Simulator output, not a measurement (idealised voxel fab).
Title: Process Module voxel self aligned contacts
Xsec cut, 205 nm wide, square cell size 5 nm.
Cross-sections here: square-cell grids, written as top-down lists of bands, a band being one or more rows of cells. Quick guide to a band line: top height, bottom height (nm) up front; then every material left to right with its width in nm. Only one material and it's marked "all across"? Then it fills the band edge to edge. And "empty" just means empty space. Beneath 0, the wafer as received is one material, and that level is where height counting begins. The lowest band goes on downward without a bottom; it is written like "z 0 and below". The notation "30->40" denotes a width that varies across the rows of cells in the band, beginning at the first number in the top row, finishing at the second number in the bottom row, and changing by an identical amount from each row to the next. The cross-section has no changed cell in any step marked "no alteration". Reported under the label "Fully sealed voids" are the empty spaces having no open way to the top and comprising 8 cells or more; the notation for each is width x height at distance, in which the distance is measured from the left edge and all three values are in nm. What comes after the settings on a step's line is commentary from the simulator itself on that step. overlay nm: where the mask lay relative to plan, measured to the right, on steps with a mask; negatives go left.

Set out below are the planned steps of the process
| 1 | RECEIVE [material Si] |
| 2 | CONFORMAL_DEP [material SiO2] [thk nm 5] |
| 3 | DIRECTIONAL_DEP [material polySi] [thk nm 25] |
| 4 | DIRECTIONAL_DEP [material SiN] [thk nm 20] |
| 5 | PATTERN [tone cover] [mask id GATE] [material resist] [width nm 35] [pitch nm 70] [thk nm 15] [overlay nm 0] |
| 6 | DIRECTIONAL_ETCH [etch materials SiN] [depth nm 20] |
| 7 | DIRECTIONAL_ETCH [etch materials polySi] [depth nm 25] |
| 8 | STRIP [etch materials resist] |
| 9 | CONFORMAL_DEP [material SiN] [thk nm 5] |
| 10 | DIRECTIONAL_ETCH [etch materials SiN] [depth nm 5] |
| 11 | FILL_DEP [material SiO2] [thk nm 10] |
| 12 | CMP [height nm 55] |
| 13 | DIRECTIONAL_DEP [material aC] [thk nm 10] |
| 14 | PATTERN [tone open] [mask id CONTACT] [material resist] [width nm 55] [pitch nm 70] [thk nm 25] [overlay nm 0] |
| 15 | DIRECTIONAL_ETCH [etch materials aC] [depth nm 10] |
| 16 | STRIP [etch materials resist] |
| 17 | DIRECTIONAL_ETCH [etch materials SiO2] [depth nm 55] |
| 18 | STRIP [etch materials aC] |
| 19 | CONFORMAL_DEP [material TiN] [thk nm 5] |
| 20 | FILL_DEP [material Ru] [thk nm 5] |
| 21 | CMP [height nm 55] |
| 22 | CONFORMAL_DEP [material SiN] [thk nm 5] |

Wafer at receipt (post step 1), cross-section
> z 0 and below: Si all across
> Fully sealed voids: none

Wafer cross-section at end of module: start and plan as shown above, one execution error
> z 60 to 55: SiN all across
> z 55 to 50: SiO2 (40)  TiN (15)  Ru (25)  TiN (15)  SiO2 (15)  TiN (15)  Ru (25)  TiN (15)  SiO2 (40)
> z 50 to 30: SiO2 (15)  SiN (35)  TiN (5)  Ru (25)  TiN (5)  SiN (35)  TiN (5)  Ru (25)  TiN (5)  SiN (35)  SiO2 (15)
> z 30 to 5: SiO2 (15)  SiN (5)  polySi (25)  SiN (5)  TiN (5)  Ru (25)  TiN (5)  SiN (5)  polySi (25)  SiN (5)  TiN (5)  Ru (25)  TiN (5)  SiN (5)  polySi (25)  SiN (5)  SiO2 (15)
> z 5 to 0: SiO2 (50)  TiN (35)  SiO2 (35)  TiN (35)  SiO2 (50)
> z 0 and below: Si all across
> Fully sealed voids: none
Misprocessing identified: step 5 changed vs plan, executed as PATTERN [tone cover] [mask id GATE] [material resist] [width nm 25] [pitch nm 70] [thk nm 15] [overlay nm 0]
